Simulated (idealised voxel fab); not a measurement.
This is a process module. Its name is voxel plated lines.
FYI the section here is cut, 215 nm wide, cells are 5 nm squares.
In what follows, cross-sections appear as grids of square cells, described through bands that run from the top down, where every band is one or more rows of cells.
In this notation a band is specified by the heights of its top and bottom, in that order and in nm, after which its materials appear from left to right, each paired with its width in nm. The word "everywhere" attached to a single material means that material fills the band from edge to edge; the word "empty" stands for empty space.
Height reference: 0 = level under which incoming wafer is all one material. Lowest band: no bottom, runs on downward, e.g. "0 nm and below".
The width entry "30..40" should be interpreted row by row: the top row of cells in the band takes the first number, the bottom row takes the second number, and the change between adjacent rows is uniform throughout.
The designation "no modifications", where it is given for a processing step, indicates that no cell of the cross-section was altered in the course of that step.
The list in "Enclosed void listing" covers empty spaces of 8 cells or more that cannot reach the top through any open way, and it gives each as width x height at distance; the distance is from the left edge, and width, height and distance are in nm.
Whatever follows a step's settings on its line is a remark the simulator itself makes about that step.
overlay nm: for a step with a mask, the amount by which the mask lay right of where it was planned; a negative amount means left of it.

PLAN
1) op RECEIVE | material Si
2) op CONFORMAL_DEP | material SiO2 | thk nm 15
3) op DIRECTIONAL_DEP | material TiN | thk nm 5
4) op PATTERN | tone open | mask id LINES | material resist | width nm 20 | pitch nm 40 | thk nm 40 | overlay nm 0
5) op EPI | material Ru | thk nm 10
6) op EPI | material Ru | thk nm 5
7) op EPI | material Ru | thk nm 5
8) op STRIP | etch materials resist
9) op DIRECTIONAL_ETCH | etch materials TiN | depth nm 5
10) op CONFORMAL_DEP | material SiN | thk nm 10

SO THIS IS THE INCOMING WAFER IN CROSS-SECTION - IT'S ALREADY BEEN THROUGH STEP 1
* 0 nm and below: Si everywhere
* Enclosed void listing: none

ONE MISTAKE IN RUNNING THE MODULE, OTHERWISE START AND PLAN AS ABOVE: CROSS-SECTION AT THE END
* 50 nm to 40 nm: 50 nm empty | 35 nm SiN | 5 nm empty | 35 nm SiN | 5 nm empty | 35 nm SiN | 50 nm empty
* 40 nm to 25 nm: 50 nm empty | 10 nm SiN | 15 nm Ru | 10 nm SiN | 5 nm empty | 10 nm SiN | 15 nm Ru | 10 nm SiN | 5 nm empty | 10 nm SiN | 15 nm Ru | 10 nm SiN | 50 nm empty
* 25 nm to 20 nm: 60 nm SiN | 15 nm Ru | 25 nm SiN | 15 nm Ru | 25 nm SiN | 15 nm Ru | 60 nm SiN
* 20 nm to 15 nm: 60 nm SiN | 15 nm TiN | 25 nm SiN | 15 nm TiN | 25 nm SiN | 15 nm TiN | 60 nm SiN
* 15 nm to 0 nm: SiO2 everywhere
* 0 nm and below: Si everywhere
* Enclosed void listing: none
Against the plan, the run slipped here: planned and actual differ for step 4; actual: op PATTERN | tone open | mask id LINES | material resist | width nm 15 | pitch nm 40 | thk nm 40 | overlay nm 0
